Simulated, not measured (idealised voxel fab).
This section sets out a process module, namely voxel ribs on slabs.
Cross-section cut spans 190 nm and uses square cells 5 nm in size.
In this document a cross-section is written as a grid of square cells. It is given as a series of bands, listed from the top down, and a band is one or more rows of cells.
Heads up on the band format: heights come first, top then bottom, in nm. After that it's the materials left to right, each with its width in nm. A single material flagged "edge to edge" fills the whole band edge to edge, and "air" means there's empty space there.
Convention: height 0 is the level below which the wafer, as received, is all one material. The lowest band does not terminate at the bottom but continues downward, represented as "0 nm and below".
With a width like "30->40", each row of cells in the band differs from the next by the same amount, the top row carrying the first number and the bottom row the second.
"remained unchanged" means the step left every cell of the cross-section as it was.
Entry "Closed internal voids" = empty spaces >= 8 cells with no open way to the top; each as width x height at distance, distance from left edge, all nm.
Where a step's line continues beyond its settings, the continuation is a remark by the simulator itself on that step.
Steps that use a mask can have "overlay nm" on their line. It says how far the mask sat to the right of where it was meant to be. Negative means to the left.
PROCESS STEPS - PLAN
1 RECEIVE with material Si
2 DIRECTIONAL_DEP with material SiO2, thk nm 20
3 DIRECTIONAL_DEP with material polySi, thk nm 15
4 MASKED_ETCH with tone cover, mask id RIB, width nm 30, etch materials polySi, depth nm 5, overlay nm 0
5 DIRECTIONAL_DEP with material aC, thk nm 15
6 PATTERN with tone cover, mask id SLAB, material resist, width nm 70, thk nm 30, overlay nm 0
7 DIRECTIONAL_ETCH with etch materials aC, depth nm 15
8 STRIP with etch materials resist
9 DIRECTIONAL_ETCH with etch materials polySi, depth nm 10
10 STRIP with etch materials aC
11 FILL_DEP with material SiO2, thk nm 30
12 CMP with height nm 55
13 DIRECTIONAL_DEP with material W, thk nm 10
14 PATTERN with tone cover, mask id HEATER, material resist, width nm 40, thk nm 20, overlay nm 0
15 DIRECTIONAL_ETCH with etch materials W, depth nm 10
16 STRIP with etch materials resist
17 CONFORMAL_DEP with material SiN, thk nm 5
RECEIVED-STATE CROSS-SECTION, REFLECTING COMPLETION OF STEP 1
  0 nm and below | Si edge to edge
  Closed internal voids: none
WAFER CROSS-SECTION AT END OF MODULE: START AND PLAN AS SHOWN ABOVE, ONE EXECUTION ERROR
  70 nm to 65 nm | air=70 | SiN=50 | air=70
  65 nm to 60 nm | air=70 | SiN=5 | W=40 | SiN=5 | air=70
  60 nm to 55 nm | SiN=75 | W=40 | SiN=75
  55 nm to 15 nm | SiO2 edge to edge
  15 nm to 0 nm | polySi edge to edge
  0 nm and below | Si edge to edge
  Closed internal voids: none
Heads up, the wafer didn't run the way we planned it: sequence error: steps 2 and 3 interchanged
